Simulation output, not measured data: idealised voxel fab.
process module | voxel spacer lines
cross-section cut | 155 nm wide | cells 5 nm
A cross-section is a grid of square cells, given in bands from the top down. A band is one or more rows of cells.
Each band's line starts with the height of the band's top and of its bottom, in nm. Then come its materials from left to right, each with its width in nm. One material with "throughout" fills the band from edge to edge. "air" is empty space.
Height 0 is the level under which the wafer as received is all one material. The lowest band goes on downwards, as in "0 down".
A width such as "30 to 40" changes by the same amount from each row of cells to the next, from the band's top row to its bottom row.
"no change" after a step means that no cell of the cross-section changed.
closed voids: empty space of 8 cells or more with no open way to the top, each as width x height at its distance from the left edge, in nm
after a step's settings: what the simulator itself notes on the step
overlay nm, on a step with a mask: how far to the right of its planned place the mask lay; to the left if negative
plan
1 op RECEIVE | material Si
2 op CONFORMAL_DEP | material Al2O3 | thk nm 5
3 op DIRECTIONAL_DEP | material W | thk nm 20
4 op DIRECTIONAL_DEP | material polySi | thk nm 25
5 op PATTERN | tone cover | mask id MANDREL | material resist | width nm 15 | pitch nm 50 | thk nm 30 | overlay nm 0
6 op DIRECTIONAL_ETCH | etch materials polySi | depth nm 25
7 op STRIP | etch materials resist
8 op CONFORMAL_DEP | material SiO2 | thk nm 10
9 op DIRECTIONAL_ETCH | etch materials SiO2 | depth nm 10
10 op STRIP | etch materials polySi
11 op DIRECTIONAL_ETCH | etch materials W | depth nm 20
12 op STRIP | etch materials SiO2
13 op FILL_DEP | material SiO2 | thk nm 5
14 op CMP | height nm 25
varied across the wafers: thk nm of step 2. The plan shows the first wafer's value. All wafers start alike
first wafer as received, after step 1
  0 down: Si throughout
  closed voids: none
first wafer at the end, after step 14
  25 to 5: SiO2 10 | W 10 | SiO2 15 | W 10 | SiO2 15 | W 10 | SiO2 15 | W 10 | SiO2 15 | W 10 | SiO2 15 | W 10 | SiO2 10
  5 to 0: Al2O3 throughout
  0 down: Si throughout
  closed voids: none
last wafer at the end
  25 to 20: SiO2 10 | W 10 | SiO2 15 | W 10 | SiO2 15 | W 10 | SiO2 15 | W 10 | SiO2 15 | W 10 | SiO2 15 | W 10 | SiO2 10
  20 to 0: Al2O3 throughout
  0 down: Si throughout
  closed voids: none
each wafer at the end: cells of each material gained (+) or lost (-) since it was received, then its closed voids
thk nm 5 | +31 Al2O3 | +76 SiO2 | +48 W | closed voids: none
thk nm 10 | +62 Al2O3 | +57 SiO2 | +36 W | closed voids: none
thk nm 15 | +93 Al2O3 | +38 SiO2 | +24 W | closed voids: none
thk nm 20 | +124 Al2O3 | +19 SiO2 | +12 W | closed voids: none
